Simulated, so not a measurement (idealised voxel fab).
Process module, titled voxel wiring stack
Section cut is 200 nm wide and gridded with 5 nm square cells.
In what follows, cross-sections appear as grids of square cells, described through bands that run from the top down, where every band is one or more rows of cells. What a band's entry tells you: where the top is and where the bottom is, as heights in nm, and after that what lies inside, material by material from left to right, each with its width in nm. Empty space is written as the word "empty", and a single material marked with the word "throughout" occupies the band from edge to edge. Heights are expressed relative to 0, this being the level below which the as-received wafer comprises one material exclusively. The lowest band is unbounded in the downward direction and is denoted as in "from 0 down". Note: "30 to 40" means the width goes from the first number (top row of the band) to the second number (bottom row) in equal steps per row of cells. Reading "no change" for a step: not a cell of the cross-section changed in it. In the "Voids, enclosed" entry, you get each enclosed empty space of 8 cells or more, one with no open way to the top, written width x height at distance, distance from the left edge, in nm. Formally, on a step line, whatever follows the settings is a remark that the simulator itself makes on the step. Among the settings permitted on a step's line is "overlay nm"; applied to a step with a mask, it specifies the extent to which the mask lay to the right of its planned position, whereas a negative figure signifies a position to the left.
The following list gives the planned process steps
- 1: RECEIVE [material Si]
- 2: CONFORMAL_DEP [material SiO2] [thk nm 15]
- 3: CONFORMAL_DEP [material SiN] [thk nm 5]
- 4: DIRECTIONAL_DEP [material SiO2] [thk nm 15]
- 5: DIRECTIONAL_DEP [material aC] [thk nm 15]
- 6: PATTERN [tone open] [mask id METAL_1] [material resist] [width nm 25] [pitch nm 55] [thk nm 30] [overlay nm 0]
- 7: DIRECTIONAL_ETCH [etch materials aC] [depth nm 15]
- 8: STRIP [etch materials resist]
- 9: DIRECTIONAL_ETCH [etch materials SiO2] [depth nm 15]
- 10: DIRECTIONAL_ETCH [etch materials SiN] [depth nm 5]
- 11: STRIP [etch materials aC]
- 12: CONFORMAL_DEP [material TiN] [thk nm 5]
- 13: FILL_DEP [material Cu] [thk nm 5]
- 14: CMP [height nm 35]
- 15: EPI [material Ru] [thk nm 5]
- 16: FILL_DEP [material SiCN] [thk nm 5]
- 17: DIRECTIONAL_DEP [material lowk] [thk nm 20]
- 18: DIRECTIONAL_DEP [material aC] [thk nm 15]
- 19: PATTERN [tone open] [mask id PLUG_1] [material resist] [width nm 15] [pitch nm 110] [thk nm 30] [overlay nm 0]
- 20: DIRECTIONAL_ETCH [etch materials aC] [depth nm 15]
- 21: STRIP [etch materials resist]
- 22: DIRECTIONAL_ETCH [etch materials lowk] [depth nm 20]
- 23: DIRECTIONAL_ETCH [etch materials SiCN] [depth nm 5]
- 24: STRIP [etch materials aC]
- 25: EPI [material Ru] [thk nm 10]
- 26: EPI [material Ru] [thk nm 10]
- 27: EPI [material Ru] [thk nm 5]
- 28: CONFORMAL_DEP [material SiN] [thk nm 5]
- 29: DIRECTIONAL_DEP [material lowk] [thk nm 20]
- 30: MASKED_ETCH [tone open] [mask id METAL_2] [width nm 25] [pitch nm 55] [etch materials lowk] [depth nm 20] [overlay nm 0]
- 31: MASKED_ETCH [tone open] [mask id METAL_2] [width nm 25] [pitch nm 55] [etch materials SiN] [depth nm 5] [overlay nm 0]
- 32: CONFORMAL_DEP [material TiN] [thk nm 5]
- 33: FILL_DEP [material Ru] [thk nm 5]
- 34: CMP [height nm 90]
- 35: EPI [material Ru] [thk nm 5]
- 36: FILL_DEP [material SiCN] [thk nm 5]
- 37: DIRECTIONAL_DEP [material lowk] [thk nm 30]
- 38: PATTERN [tone open] [mask id METAL_3_HOLES] [material resist] [width nm 15] [pitch nm 110] [thk nm 15] [overlay nm 0]
- 39: DIRECTIONAL_ETCH [etch materials lowk] [depth nm 30]
- 40: STRIP [etch materials resist]
- 41: MASKED_ETCH [tone open] [mask id METAL_3] [width nm 25] [pitch nm 55] [etch materials lowk] [depth nm 15] [overlay nm 0]
- 42: MASKED_ETCH [tone open] [mask id METAL_3] [width nm 25] [pitch nm 55] [etch materials SiCN] [depth nm 5] [overlay nm 0]
- 43: CONFORMAL_DEP [material TiN] [thk nm 5]
- 44: FILL_DEP [material Cu] [thk nm 10]
- 45: CMP [height nm 130]
- 46: CONFORMAL_DEP [material SiCN] [thk nm 5]
- 47: DIRECTIONAL_DEP [material SiO2] [thk nm 20]
- 48: MASKED_ETCH [tone open] [mask id PLUG_3] [width nm 15] [pitch nm 110] [etch materials SiO2] [depth nm 20] [overlay nm 0]
- 49: MASKED_ETCH [tone open] [mask id PLUG_3] [width nm 15] [pitch nm 110] [etch materials SiCN] [depth nm 5] [overlay nm 0]
- 50: EPI [material Ru] [thk nm 10]
- 51: EPI [material Ru] [thk nm 10]
- 52: EPI [material Ru] [thk nm 5]
- 53: CONFORMAL_DEP [material SiN] [thk nm 5]
- 54: DIRECTIONAL_DEP [material SiO2] [thk nm 25]
- 55: PATTERN [tone open] [mask id METAL_4] [material resist] [width nm 25] [pitch nm 55] [thk nm 20] [overlay nm 0]
- 56: DIRECTIONAL_ETCH [etch materials SiO2] [depth nm 25]
- 57: DIRECTIONAL_ETCH [etch materials SiN] [depth nm 5]
- 58: STRIP [etch materials resist]
- 59: CONFORMAL_DEP [material TiN] [thk nm 5]
- 60: FILL_DEP [material Cu] [thk nm 5]
- 61: CMP [height nm 185]
- 62: CONFORMAL_DEP [material SiN] [thk nm 5]
First out of two wafers; run went to plan
Received-state cross-section, reflecting completion of step 1
- from 0 down | Si throughout
- Voids, enclosed: none
Step 2 done - wafer cross-section
- from 15 to 0 | SiO2 throughout
- Heights below 0 show no change.
Step 3 done - wafer cross-section
- from 20 to 15 | SiN throughout
- Heights below 15 show no change.
Step 4 done - wafer cross-section
- from 35 to 20 | SiO2 throughout
- Heights below 20 show no change.
Step 5 done - wafer cross-section
- from 50 to 35 | aC throughout
- Heights below 35 show no change.
Step 6 done - wafer cross-section
- from 80 to 50 | resist: 30, then empty: 25, then resist: 30, then empty: 25, then resist: 30, then empty: 25, then resist: 35
- Heights below 50 show no change.
Step 7 done - wafer cross-section
- from 65 to 50 | resist: 30, then empty: 25, then resist: 30, then empty: 25, then resist: 30, then empty: 25, then resist: 35
- from 50 to 35 | aC: 30, then empty: 25, then aC: 30, then empty: 25, then aC: 30, then empty: 25, then aC: 35
- Heights below 35 show no change.
Step 8 done - wafer cross-section
- from 50 to 35 | aC: 30, then empty: 25, then aC: 30, then empty: 25, then aC: 30, then empty: 25, then aC: 35
- Heights below 35 show no change.
Step 9 done - wafer cross-section
- from 50 to 35 | aC: 30, then empty: 25, then aC: 30, then empty: 25, then aC: 30, then empty: 25, then aC: 35
- from 35 to 20 | SiO2: 30, then empty: 25, then SiO2: 30, then empty: 25, then SiO2: 30, then empty: 25, then SiO2: 35
- Heights below 20 show no change.
Step 10 done - wafer cross-section
- from 50 to 35 | aC: 30, then empty: 25, then aC: 30, then empty: 25, then aC: 30, then empty: 25, then aC: 35
- from 35 to 20 | SiO2: 30, then empty: 25, then SiO2: 30, then empty: 25, then SiO2: 30, then empty: 25, then SiO2: 35
- from 20 to 15 | SiN: 30, then empty: 25, then SiN: 30, then empty: 25, then SiN: 30, then empty: 25, then SiN: 35
- Heights below 15 show no change.
Step 11 done - wafer cross-section
- from 35 to 20 | SiO2: 30, then empty: 25, then SiO2: 30, then empty: 25, then SiO2: 30, then empty: 25, then SiO2: 35
- Heights below 20 show no change.
Step 12 done - wafer cross-section
- from 40 to 35 | TiN: 35, then empty: 15, then TiN: 40, then empty: 15, then TiN: 40, then empty: 15, then TiN: 40
- from 35 to 20 | SiO2: 30, then TiN: 5, then empty: 15, then TiN: 5, then SiO2: 30, then TiN: 5, then empty: 15, then TiN: 5, then SiO2: 30, then TiN: 5, then empty: 15, then TiN: 5, then SiO2: 35
- from 20 to 15 | SiN: 30, then TiN: 25, then SiN: 30, then TiN: 25, then SiN: 30, then TiN: 25, then SiN: 35
- Heights below 15 show no change.
Step 13 done - wafer cross-section
- from 45 to 40 | Cu throughout
- from 40 to 35 | TiN: 35, then Cu: 15, then TiN: 40, then Cu: 15, then TiN: 40, then Cu: 15, then TiN: 40
- from 35 to 20 | SiO2: 30, then TiN: 5, then Cu: 15, then TiN: 5, then SiO2: 30, then TiN: 5, then Cu: 15, then TiN: 5, then SiO2: 30, then TiN: 5, then Cu: 15, then TiN: 5, then SiO2: 35
- Heights below 20 show no change.
Step 14 done - wafer cross-section
- from 35 to 20 | SiO2: 30, then TiN: 5, then Cu: 15, then TiN: 5, then SiO2: 30, then TiN: 5, then Cu: 15, then TiN: 5, then SiO2: 30, then TiN: 5, then Cu: 15, then TiN: 5, then SiO2: 35
- Heights below 20 show no change.
Step 15 done - wafer cross-section
- from 40 to 35 | empty: 25, then Ru: 35, then empty: 20, then Ru: 35, then empty: 20, then Ru: 35, then empty: 30
- Heights below 35 show no change.
Step 16 done - wafer cross-section
- from 45 to 40 | SiCN throughout
- from 40 to 35 | SiCN: 25, then Ru: 35, then SiCN: 20, then Ru: 35, then SiCN: 20, then Ru: 35, then SiCN: 30
- Heights below 35 show no change.
Step 17 done - wafer cross-section
- from 65 to 45 | lowk throughout
- Heights below 45 show no change.
Step 18 done - wafer cross-section
- from 80 to 65 | aC throughout
- Heights below 65 show no change.
Step 19 done - wafer cross-section
- from 110 to 80 | resist: 30, then empty: 15, then resist: 95, then empty: 15, then resist: 45
- Heights below 80 show no change.
Step 20 done - wafer cross-section
- from 95 to 80 | resist: 30, then empty: 15, then resist: 95, then empty: 15, then resist: 45
- from 80 to 65 | aC: 30, then empty: 15, then aC: 95, then empty: 15, then aC: 45
- Heights below 65 show no change.
Step 21 done - wafer cross-section
- from 80 to 65 | aC: 30, then empty: 15, then aC: 95, then empty: 15, then aC: 45
- Heights below 65 show no change.
Step 22 done - wafer cross-section
- from 80 to 65 | aC: 30, then empty: 15, then aC: 95, then empty: 15, then aC: 45
- from 65 to 45 | lowk: 30, then empty: 15, then lowk: 95, then empty: 15, then lowk: 45
- Heights below 45 show no change.
Step 23 done - wafer cross-section
- from 80 to 65 | aC: 30, then empty: 15, then aC: 95, then empty: 15, then aC: 45
- from 65 to 45 | lowk: 30, then empty: 15, then lowk: 95, then empty: 15, then lowk: 45
- from 45 to 40 | SiCN: 30, then empty: 15, then SiCN: 95, then empty: 15, then SiCN: 45
- Heights below 40 show no change.
Step 24 done - wafer cross-section
- from 65 to 45 | lowk: 30, then empty: 15, then lowk: 95, then empty: 15, then lowk: 45
- Heights below 45 show no change.
Step 25 done - wafer cross-section
- from 65 to 50 | lowk: 30, then empty: 15, then lowk: 95, then empty: 15, then lowk: 45
- from 50 to 45 | lowk: 30, then Ru: 15, then lowk: 95, then Ru: 15, then lowk: 45
- from 45 to 40 | SiCN: 30, then Ru: 15, then SiCN: 95, then Ru: 15, then SiCN: 45
- Heights below 40 show no change.
Step 26 done - wafer cross-section
- from 65 to 60 | lowk: 30, then empty: 15, then lowk: 95, then empty: 15, then lowk: 45
- from 60 to 45 | lowk: 30, then Ru: 15, then lowk: 95, then Ru: 15, then lowk: 45
- Heights below 45 show no change.
Step 27 done - wafer cross-section
- from 65 to 45 | lowk: 30, then Ru: 15, then lowk: 95, then Ru: 15, then lowk: 45
- Heights below 45 show no change.
Step 28 done - wafer cross-section
- from 70 to 65 | SiN throughout
- Heights below 65 show no change.
Step 29 done - wafer cross-section
- from 90 to 70 | lowk throughout
- Heights below 70 show no change.
Step 30 done - wafer cross-section
- from 90 to 70 | lowk: 30, then empty: 25, then lowk: 30, then empty: 25, then lowk: 30, then empty: 25, then lowk: 35
- Heights below 70 show no change.
Step 31 done - wafer cross-section
- from 90 to 70 | lowk: 30, then empty: 25, then lowk: 30, then empty: 25, then lowk: 30, then empty: 25, then lowk: 35
- from 70 to 65 | SiN: 30, then empty: 25, then SiN: 30, then empty: 25, then SiN: 30, then empty: 25, then SiN: 35
- Heights below 65 show no change.
Step 32 done - wafer cross-section
- from 95 to 90 | TiN: 35, then empty: 15, then TiN: 40, then empty: 15, then TiN: 40, then empty: 15, then TiN: 40
- from 90 to 70 | lowk: 30, then TiN: 5, then empty: 15, then TiN: 5, then lowk: 30, then TiN: 5, then empty: 15, then TiN: 5, then lowk: 30, then TiN: 5, then empty: 15, then TiN: 5, then lowk: 35
- from 70 to 65 | SiN: 30, then TiN: 25, then SiN: 30, then TiN: 25, then SiN: 30, then TiN: 25, then SiN: 35
- Heights below 65 show no change.
Step 33 done - wafer cross-section
- from 100 to 95 | Ru throughout
- from 95 to 90 | TiN: 35, then Ru: 15, then TiN: 40, then Ru: 15, then TiN: 40, then Ru: 15, then TiN: 40
- from 90 to 70 | lowk: 30, then TiN: 5, then Ru: 15, then TiN: 5, then lowk: 30, then TiN: 5, then Ru: 15, then TiN: 5, then lowk: 30, then TiN: 5, then Ru: 15, then TiN: 5, then lowk: 35
- Heights below 70 show no change.
Step 34 done - wafer cross-section
- from 90 to 70 | lowk: 30, then TiN: 5, then Ru: 15, then TiN: 5, then lowk: 30, then TiN: 5, then Ru: 15, then TiN: 5, then lowk: 30, then TiN: 5, then Ru: 15, then TiN: 5, then lowk: 35
- Heights below 70 show no change.
Step 35 done - wafer cross-section
- from 95 to 90 | empty: 25, then Ru: 35, then empty: 20, then Ru: 35, then empty: 20, then Ru: 35, then empty: 30
- Heights below 90 show no change.
Step 36 done - wafer cross-section
- from 100 to 95 | SiCN throughout
- from 95 to 90 | SiCN: 25, then Ru: 35, then SiCN: 20, then Ru: 35, then SiCN: 20, then Ru: 35, then SiCN: 30
- Heights below 90 show no change.
Step 37 done - wafer cross-section
- from 130 to 100 | lowk throughout
- Heights below 100 show no change.
Step 38 done - wafer cross-section
- from 145 to 130 | resist: 30, then empty: 15, then resist: 95, then empty: 15, then resist: 45
- Heights below 130 show no change.
Step 39 done - wafer cross-section
- from 145 to 130 | resist: 30, then empty: 15, then resist: 95, then empty: 15, then resist: 45
- from 130 to 100 | lowk: 30, then empty: 15, then lowk: 95, then empty: 15, then lowk: 45
- Heights below 100 show no change.
Step 40 done - wafer cross-section
- from 130 to 100 | lowk: 30, then empty: 15, then lowk: 95, then empty: 15, then lowk: 45
- Heights below 100 show no change.
Step 41 done - wafer cross-section
- from 130 to 115 | lowk: 30, then empty: 25, then lowk: 30, then empty: 25, then lowk: 30, then empty: 25, then lowk: 35
- Heights below 115 show no change.
Step 42 done - wafer cross-section
- from 130 to 115 | lowk: 30, then empty: 25, then lowk: 30, then empty: 25, then lowk: 30, then empty: 25, then lowk: 35
- from 115 to 100 | lowk: 30, then empty: 15, then lowk: 95, then empty: 15, then lowk: 45
- from 100 to 95 | SiCN: 30, then empty: 15, then SiCN: 95, then empty: 15, then SiCN: 45
- Heights below 95 show no change.
Step 43 done - wafer cross-section
- from 135 to 130 | TiN: 35, then empty: 15, then TiN: 40, then empty: 15, then TiN: 40, then empty: 15, then TiN: 40
- from 130 to 120 | lowk: 30, then TiN: 5, then empty: 15, then TiN: 5, then lowk: 30, then TiN: 5, then empty: 15, then TiN: 5, then lowk: 30, then TiN: 5, then empty: 15, then TiN: 5, then lowk: 35
- from 120 to 115 | lowk: 30, then TiN: 5, then empty: 5, then TiN: 15, then lowk: 30, then TiN: 25, then lowk: 30, then TiN: 5, then empty: 5, then TiN: 15, then lowk: 35
- from 115 to 100 | lowk: 30, then TiN: 5, then empty: 5, then TiN: 5, then lowk: 95, then TiN: 5, then empty: 5, then TiN: 5, then lowk: 45
- from 100 to 95 | SiCN: 30, then TiN: 15, then SiCN: 95, then TiN: 15, then SiCN: 45
- Heights below 95 show no change.
Step 44 done - wafer cross-section
- from 145 to 135 | Cu throughout
- from 135 to 130 | TiN: 35, then Cu: 15, then TiN: 40, then Cu: 15, then TiN: 40, then Cu: 15, then TiN: 40
- from 130 to 120 | lowk: 30, then TiN: 5, then Cu: 15, then TiN: 5, then lowk: 30, then TiN: 5, then Cu: 15, then TiN: 5, then lowk: 30, then TiN: 5, then Cu: 15, then TiN: 5, then lowk: 35
- from 120 to 115 | lowk: 30, then TiN: 5, then Cu: 5, then TiN: 15, then lowk: 30, then TiN: 25, then lowk: 30, then TiN: 5, then Cu: 5, then TiN: 15, then lowk: 35
- from 115 to 100 | lowk: 30, then TiN: 5, then Cu: 5, then TiN: 5, then lowk: 95, then TiN: 5, then Cu: 5, then TiN: 5, then lowk: 45
- Heights below 100 show no change.
Step 45 done - wafer cross-section
- from 130 to 120 | lowk: 30, then TiN: 5, then Cu: 15, then TiN: 5, then lowk: 30, then TiN: 5, then Cu: 15, then TiN: 5, then lowk: 30, then TiN: 5, then Cu: 15, then TiN: 5, then lowk: 35
- Heights below 120 show no change.
Step 46 done - wafer cross-section
- from 135 to 130 | SiCN throughout
- Heights below 130 show no change.
Step 47 done - wafer cross-section
- from 155 to 135 | SiO2 throughout
- Heights below 135 show no change.
Step 48 done - wafer cross-section
- from 155 to 135 | SiO2: 30, then empty: 15, then SiO2: 95, then empty: 15, then SiO2: 45
- Heights below 135 show no change.
Step 49 done - wafer cross-section
- from 155 to 135 | SiO2: 30, then empty: 15, then SiO2: 95, then empty: 15, then SiO2: 45
- from 135 to 130 | SiCN: 30, then empty: 15, then SiCN: 95, then empty: 15, then SiCN: 45
- Heights below 130 show no change.
Step 50 done - wafer cross-section
- from 155 to 140 | SiO2: 30, then empty: 15, then SiO2: 95, then empty: 15, then SiO2: 45
- from 140 to 135 | SiO2: 30, then Ru: 15, then SiO2: 95, then Ru: 15, then SiO2: 45
- from 135 to 130 | SiCN: 30, then Ru: 15, then SiCN: 95, then Ru: 15, then SiCN: 45
- Heights below 130 show no change.
Step 51 done - wafer cross-section
- from 155 to 150 | SiO2: 30, then empty: 15, then SiO2: 95, then empty: 15, then SiO2: 45
- from 150 to 135 | SiO2: 30, then Ru: 15, then SiO2: 95, then Ru: 15, then SiO2: 45
- Heights below 135 show no change.
Step 52 done - wafer cross-section
- from 155 to 135 | SiO2: 30, then Ru: 15, then SiO2: 95, then Ru: 15, then SiO2: 45
- Heights below 135 show no change.
Step 53 done - wafer cross-section
- from 160 to 155 | SiN throughout
- Heights below 155 show no change.
Step 54 done - wafer cross-section
- from 185 to 160 | SiO2 throughout
- Heights below 160 show no change.
Step 55 done - wafer cross-section
- from 205 to 185 | resist: 30, then empty: 25, then resist: 30, then empty: 25, then resist: 30, then empty: 25, then resist: 35
- Heights below 185 show no change.
Step 56 done - wafer cross-section
- from 205 to 185 | resist: 30, then empty: 25, then resist: 30, then empty: 25, then resist: 30, then empty: 25, then resist: 35
- from 185 to 160 | SiO2: 30, then empty: 25, then SiO2: 30, then empty: 25, then SiO2: 30, then empty: 25, then SiO2: 35
- Heights below 160 show no change.
Step 57 done - wafer cross-section
- from 205 to 185 | resist: 30, then empty: 25, then resist: 30, then empty: 25, then resist: 30, then empty: 25, then resist: 35
- from 185 to 160 | SiO2: 30, then empty: 25, then SiO2: 30, then empty: 25, then SiO2: 30, then empty: 25, then SiO2: 35
- from 160 to 155 | SiN: 30, then empty: 25, then SiN: 30, then empty: 25, then SiN: 30, then empty: 25, then SiN: 35
- Heights below 155 show no change.
Step 58 done - wafer cross-section
- from 185 to 160 | SiO2: 30, then empty: 25, then SiO2: 30, then empty: 25, then SiO2: 30, then empty: 25, then SiO2: 35
- Heights below 160 show no change.
Step 59 done - wafer cross-section
- from 190 to 185 | TiN: 35, then empty: 15, then TiN: 40, then empty: 15, then TiN: 40, then empty: 15, then TiN: 40
- from 185 to 160 | SiO2: 30, then TiN: 5, then empty: 15, then TiN: 5, then SiO2: 30, then TiN: 5, then empty: 15, then TiN: 5, then SiO2: 30, then TiN: 5, then empty: 15, then TiN: 5, then SiO2: 35
- from 160 to 155 | SiN: 30, then TiN: 25, then SiN: 30, then TiN: 25, then SiN: 30, then TiN: 25, then SiN: 35
- Heights below 155 show no change.
Step 60 done - wafer cross-section
- from 195 to 190 | Cu throughout
- from 190 to 185 | TiN: 35, then Cu: 15, then TiN: 40, then Cu: 15, then TiN: 40, then Cu: 15, then TiN: 40
- from 185 to 160 | SiO2: 30, then TiN: 5, then Cu: 15, then TiN: 5, then SiO2: 30, then TiN: 5, then Cu: 15, then TiN: 5, then SiO2: 30, then TiN: 5, then Cu: 15, then TiN: 5, then SiO2: 35
- Heights below 160 show no change.
Step 61 done - wafer cross-section
- from 185 to 160 | SiO2: 30, then TiN: 5, then Cu: 15, then TiN: 5, then SiO2: 30, then TiN: 5, then Cu: 15, then TiN: 5, then SiO2: 30, then TiN: 5, then Cu: 15, then TiN: 5, then SiO2: 35
- Heights below 160 show no change.
Step 62 done - wafer cross-section
- from 190 to 185 | SiN throughout
- Heights below 185 show no change.
What follows concerns the second wafer, which started out like the first and was meant to follow the very same plan; one mistake crept in when it was run, but everything up to and including step 54 is the same as for the first wafer
When step 55 should have ended
- from 205 to 185 | resist: 40, then empty: 25, then resist: 30, then empty: 25, then resist: 30, then empty: 25, then resist: 25
- Heights below 185 show no change.
When step 56 should have ended
- from 205 to 185 | resist: 40, then empty: 25, then resist: 30, then empty: 25, then resist: 30, then empty: 25, then resist: 25
- from 185 to 160 | SiO2: 40, then empty: 25, then SiO2: 30, then empty: 25, then SiO2: 30, then empty: 25, then SiO2: 25
- Heights below 160 show no change.
When step 57 should have ended
- from 205 to 185 | resist: 40, then empty: 25, then resist: 30, then empty: 25, then resist: 30, then empty: 25, then resist: 25
- from 185 to 160 | SiO2: 40, then empty: 25, then SiO2: 30, then empty: 25, then SiO2: 30, then empty: 25, then SiO2: 25
- from 160 to 155 | SiN: 40, then empty: 25, then SiN: 30, then empty: 25, then SiN: 30, then empty: 25, then SiN: 25
- Heights below 155 show no change.
When step 58 should have ended
- from 185 to 160 | SiO2: 40, then empty: 25, then SiO2: 30, then empty: 25, then SiO2: 30, then empty: 25, then SiO2: 25
- Heights below 160 show no change.
When step 59 should have ended
- from 190 to 185 | TiN: 45, then empty: 15, then TiN: 40, then empty: 15, then TiN: 40, then empty: 15, then TiN: 30
- from 185 to 160 | SiO2: 40, then TiN: 5, then empty: 15, then TiN: 5, then SiO2: 30, then TiN: 5, then empty: 15, then TiN: 5, then SiO2: 30, then TiN: 5, then empty: 15, then TiN: 5, then SiO2: 25
- from 160 to 155 | SiN: 40, then TiN: 25, then SiN: 30, then TiN: 25, then SiN: 30, then TiN: 25, then SiN: 25
- Heights below 155 show no change.
When step 60 should have ended
- from 195 to 190 | Cu throughout
- from 190 to 185 | TiN: 45, then Cu: 15, then TiN: 40, then Cu: 15, then TiN: 40, then Cu: 15, then TiN: 30
- from 185 to 160 | SiO2: 40, then TiN: 5, then Cu: 15, then TiN: 5, then SiO2: 30, then TiN: 5, then Cu: 15, then TiN: 5, then SiO2: 30, then TiN: 5, then Cu: 15, then TiN: 5, then SiO2: 25
- Heights below 160 show no change.
When step 61 should have ended
- from 185 to 160 | SiO2: 40, then TiN: 5, then Cu: 15, then TiN: 5, then SiO2: 30, then TiN: 5, then Cu: 15, then TiN: 5, then SiO2: 30, then TiN: 5, then Cu: 15, then TiN: 5, then SiO2: 25
- Heights below 160 show no change.
When step 62 should have ended
- from 190 to 185 | SiN throughout
- Heights below 185 show no change.
What was the processing mistake? planned and actual differ for step 55; actual: PATTERN [tone open] [mask id METAL_4] [material resist] [width nm 25] [pitch nm 55] [thk nm 20] [overlay nm 10]
So at the finish, the second wafer's got exactly as many cells of each material as the first, just not in the same spots.
